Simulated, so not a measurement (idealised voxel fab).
process module | voxel ribs on slabs
cross-section cut | 190 nm wide | cells 5 nm
A cross-section is a grid of square cells, given in bands from the top down. A band is one or more rows of cells.
Each band's line starts with the height of the band's top and of its bottom, in nm. Then come its materials from left to right, each with its width in nm. One material with "throughout" fills the band from edge to edge. "air" is empty space.
Height 0 is the level under which the wafer as received is all one material. The lowest band goes on downwards, as in "0 down".
A width such as "30 to 40" changes by the same amount from each row of cells to the next, from the band's top row to its bottom row.
"no change" after a step means that no cell of the cross-section changed.
closed voids: empty space of 8 cells or more with no open way to the top, each as width x height at its distance from the left edge, in nm
after a step's settings: what the simulator itself notes on the step
overlay nm, on a step with a mask: how far to the right of its planned place the mask lay; to the left if negative
plan
1 op RECEIVE | material Si
2 op DIRECTIONAL_DEP | material SiO2 | thk nm 25
3 op DIRECTIONAL_DEP | material SiN | thk nm 15
4 op PATTERN | tone cover | mask id RIB | material resist | width nm 25 | thk nm 20 | overlay nm 0
5 op DIRECTIONAL_ETCH | etch materials SiN | depth nm 10
6 op STRIP | etch materials resist
7 op MASKED_ETCH | tone cover | mask id SLAB | width nm 75 | etch materials SiN | depth nm 5 | overlay nm 0
8 op FILL_DEP | material SiO2 | thk nm 15
9 op CMP | height nm 50
10 op DIRECTIONAL_DEP | material W | thk nm 5
11 op PATTERN | tone cover | mask id HEATER | material resist | width nm 35 | thk nm 20 | overlay nm 0
12 op DIRECTIONAL_ETCH | etch materials W | depth nm 5
13 op STRIP | etch materials resist
14 op CONFORMAL_DEP | material SiN | thk nm 10
as received, after step 1
  0 down: Si throughout
  closed voids: none
a wafer at the end: this start, this plan, one mistake
  65 to 60: air 65 | SiN 55 | air 70
  60 to 55: SiN throughout
  55 to 50: SiN 75 | W 35 | SiN 80
  50 to 40: SiO2 80 to 55 | SiN 25 to 75 | SiO2 85 to 60
  40 to 25: SiN throughout
  25 to 0: SiO2 throughout
  0 down: Si throughout
  closed voids: none
what went wrong: step 3 was run twice
